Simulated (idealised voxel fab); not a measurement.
process module | voxel double patterning
cross-section cut | 200 nm wide | cells 5 nm
A cross-section is a grid of square cells, given in bands from the top down. A band is one or more rows of cells.
Each band's line starts with the height of the band's top and of its bottom, in nm. Then come its materials from left to right, each with its width in nm. One material with "throughout" fills the band from edge to edge. "air" is empty space.
Height 0 is the level under which the wafer as received is all one material. The lowest band goes on downwards, as in "0 down".
A width such as "30 to 40" changes by the same amount from each row of cells to the next, from the band's top row to its bottom row.
"no change" after a step means that no cell of the cross-section changed.
closed voids: empty space of 8 cells or more with no open way to the top, each as width x height at its distance from the left edge, in nm
after a step's settings: what the simulator itself notes on the step
overlay nm, on a step with a mask: how far to the right of its planned place the mask lay; to the left if negative
plan
1 op RECEIVE | material Si
2 op CONFORMAL_DEP | material SiO2 | thk nm 10
3 op DIRECTIONAL_DEP | material W | thk nm 10
4 op DIRECTIONAL_DEP | material SiN | thk nm 10
5 op MASKED_ETCH | tone open | mask id FIRST | width nm 15 | pitch nm 50 | etch materials SiN | depth nm 10 | overlay nm 0
6 op MASKED_ETCH | tone open | mask id SECOND | width nm 15 | etch materials SiN | depth nm 10 | overlay nm 0
7 op DIRECTIONAL_ETCH | etch materials W | depth nm 10
8 op STRIP | etch materials SiN
first wafer, as planned
as received, after step 1
  0 down: Si throughout
  closed voids: none
after step 2
  10 to 0: SiO2 throughout
  below 0: unchanged
after step 3
  20 to 10: W throughout
  below 10: unchanged
after step 4
  30 to 20: SiN throughout
  below 20: unchanged
after step 5
  30 to 20: SiN 65 | air 15 | SiN 35 | air 15 | SiN 70
  below 20: unchanged
after step 6
  30 to 20: SiN 65 | air 15 | SiN 10 | air 15 | SiN 10 | air 15 | SiN 70
  below 20: unchanged
after step 7
  30 to 20: SiN 65 | air 15 | SiN 10 | air 15 | SiN 10 | air 15 | SiN 70
  20 to 10: W 65 | air 15 | W 10 | air 15 | W 10 | air 15 | W 70
  below 10: unchanged
after step 8
  20 to 10: W 65 | air 15 | W 10 | air 15 | W 10 | air 15 | W 70
  below 10: unchanged
second wafer: like start, like plan, one mistake. Through step 6 it matches the first wafer
when step 7 should have ended
  30 to 20: SiN 65 | air 15 | SiN 10 | air 15 | SiN 10 | air 15 | SiN 70
  20 to 15: W 65 | air 15 | W 10 | air 15 | W 10 | air 15 | W 70
  below 15: unchanged
when step 8 should have ended
  20 to 15: W 65 | air 15 | W 10 | air 15 | W 10 | air 15 | W 70
  below 15: unchanged
what went wrong: step 7 ran as: op DIRECTIONAL_ETCH | etch materials W | depth nm 5
at the end the second wafer has, in cells: 9 more of W
